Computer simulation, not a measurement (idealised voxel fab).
process module | voxel self aligned vias
cross-section cut | 260 nm wide | cells 5 nm
A cross-section is a grid of square cells, given in bands from the top down. A band is one or more rows of cells.
Each band's line starts with the height of the band's top and of its bottom, in nm. Then come its materials from left to right, each with its width in nm. One material with "throughout" fills the band from edge to edge. "air" is empty space.
Height 0 is the level under which the wafer as received is all one material. The lowest band goes on downwards, as in "0 down".
A width such as "30 to 40" changes by the same amount from each row of cells to the next, from the band's top row to its bottom row.
"no change" after a step means that no cell of the cross-section changed.
closed voids: empty space of 8 cells or more with no open way to the top, each as width x height at its distance from the left edge, in nm
after a step's settings: what the simulator itself notes on the step
overlay nm, on a step with a mask: how far to the right of its planned place the mask lay; to the left if negative
plan
1 op RECEIVE | material Si
2 op CONFORMAL_DEP | material SiO2 | thk nm 15
3 op CONFORMAL_DEP | material SiCN | thk nm 5
4 op DIRECTIONAL_DEP | material SiO2 | thk nm 30
5 op PATTERN | tone open | mask id LINES | material resist | width nm 30 | pitch nm 60 | thk nm 20 | overlay nm 0
6 op DIRECTIONAL_ETCH | etch materials SiO2 | depth nm 30
7 op STRIP | etch materials resist
8 op CONFORMAL_DEP | material TiN | thk nm 5
9 op FILL_DEP | material Ru | thk nm 10
10 op CMP | height nm 50
11 op SELECTIVE_ETCH | etch materials W Ru TiN | depth nm 5
12 op FILL_DEP | material SiN | thk nm 10
13 op CMP | height nm 50
14 op DIRECTIONAL_DEP | material SiO2 | thk nm 15
15 op MASKED_ETCH | tone open | mask id VIAS | width nm 40 | pitch nm 60 | etch materials SiO2 | depth nm 15 | overlay nm 0
16 op MASKED_ETCH | tone open | mask id VIAS | width nm 40 | pitch nm 60 | etch materials SiN | depth nm 5 | overlay nm 0
17 op CONFORMAL_DEP | material TiN | thk nm 5
18 op FILL_DEP | material W | thk nm 10
19 op CMP | height nm 65
20 op CONFORMAL_DEP | material SiCN | thk nm 5
as received, after step 1
  0 down: Si throughout
  closed voids: none
a wafer at the end: this start, this plan, one mistake
  65 to 60: SiCN throughout
  60 to 50: SiO2 50 | TiN 5 to 10 | W 30 to 20 | TiN 5 to 10 | SiO2 20 | TiN 5 to 10 | W 30 to 20 | TiN 5 to 10 | SiO2 20 | TiN 5 to 10 | W 30 to 20 | TiN 5 to 10 | SiO2 50
  50 to 45: SiO2 55 | TiN 30 | SiO2 30 | TiN 30 | SiO2 30 | TiN 30 | SiO2 55
  45 to 25: SiO2 55 | TiN 5 | Ru 20 | TiN 5 | SiO2 30 | TiN 5 | Ru 20 | TiN 5 | SiO2 30 | TiN 5 | Ru 20 | TiN 5 | SiO2 55
  25 to 20: SiO2 55 | TiN 30 | SiO2 30 | TiN 30 | SiO2 30 | TiN 30 | SiO2 55
  20 to 15: SiCN throughout
  15 to 0: SiO2 throughout
  0 down: Si throughout
  closed voids: none
what went wrong: step 19 ran as: op CMP | height nm 60
